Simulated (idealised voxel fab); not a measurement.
Title: Process Module voxel self aligned vias
Section cut is 275 nm wide and gridded with 5 nm square cells.
This document writes a cross-section as a grid whose cells are square, and gives it as bands, listed from the top down; one or more rows of cells form a band.
Heights first: top, then bottom, in nm. Then materials, left to right, each with a width in nm. "everywhere" on a single material: fills the band edge to edge. "blank": empty space.
Measure heights from 0. That's the level where, below it, the as-received wafer is all one material. The lowest band is bottomless and extends downward; write it as in "from 0 down".
Read "30..40" as a graded width: first number on top, second number at the bottom, same change between each pair of neighbouring rows.
Key: "no modification" - step with no changed cell in the cross-section.
Voids not open to the top, 8 cells minimum: see "Closed void list". Written width x height at distance; distance is from the left edge; nm.
Note: text after step settings on the step line = simulator remark on that step.
"overlay nm", when on a step's line for a step with a mask, measures how far to the right of its planned place the mask lay; a negative measure means to the left.

The planned process steps are enumerated hereunder
1. RECEIVE,material Si
2. CONFORMAL_DEP,material SiO2,thk nm 15
3. CONFORMAL_DEP,material SiCN,thk nm 5
4. DIRECTIONAL_DEP,material SiO2,thk nm 25
5. DIRECTIONAL_DEP,material aC,thk nm 15
6. PATTERN,tone open,mask id LINES,material resist,width nm 30,pitch nm 70,thk nm 30,overlay nm 0
7. DIRECTIONAL_ETCH,etch materials aC,depth nm 15
8. STRIP,etch materials resist
9. DIRECTIONAL_ETCH,etch materials SiO2,depth nm 25
10. STRIP,etch materials aC
11. CONFORMAL_DEP,material TiN,thk nm 5
12. FILL_DEP,material W,thk nm 5
13. CMP,height nm 45
14. SELECTIVE_ETCH,etch materials W Ru TiN,depth nm 10
15. FILL_DEP,material SiN,thk nm 10
16. CMP,height nm 45
17. DIRECTIONAL_DEP,material SiO2,thk nm 15
18. PATTERN,tone open,mask id VIAS,material resist,width nm 40,pitch nm 70,thk nm 15,overlay nm 0
19. DIRECTIONAL_ETCH,etch materials SiO2,depth nm 15
20. DIRECTIONAL_ETCH,etch materials SiN,depth nm 10
21. STRIP,etch materials resist
22. CONFORMAL_DEP,material TiN,thk nm 5
23. FILL_DEP,material Cu,thk nm 10
24. CMP,height nm 60
25. CONFORMAL_DEP,material SiCN,thk nm 5

Wafer cross-section on receipt, i.e. after step 1
  from 0 down | Si everywhere
  Closed void list: none

Final cross-section, module run with one mistake (start and plan as above)
  from 65 to 60 | SiCN everywhere
  from 60 to 50 | SiO2 (80), TiN (5), Cu (30), TiN (5), SiO2 (30), TiN (5), Cu (30), TiN (5), SiO2 (85)
  from 50 to 40 | SiO2 (80), TiN (5), Cu (20), TiN (15..5), SiO2 (30..40), TiN (5), Cu (20), TiN (15..5), SiO2 (85..95)
  from 40 to 35 | SiO2 (80), TiN (30), SiO2 (40), TiN (30), SiO2 (95)
  from 35 to 25 | SiO2 (80), TiN (5), W (20), TiN (5), SiO2 (40), TiN (5), W (20), TiN (5), SiO2 (95)
  from 25 to 20 | SiO2 (80), TiN (30), SiO2 (40), TiN (30), SiO2 (95)
  from 20 to 15 | SiCN everywhere
  from 15 to 0 | SiO2 everywhere
  from 0 down | Si everywhere
  Closed void list: none
Heads up, the wafer didn't run the way we planned it: not per plan at step 6, really ran PATTERN,tone open,mask id LINES,material resist,width nm 30,pitch nm 70,thk nm 30,overlay nm -5
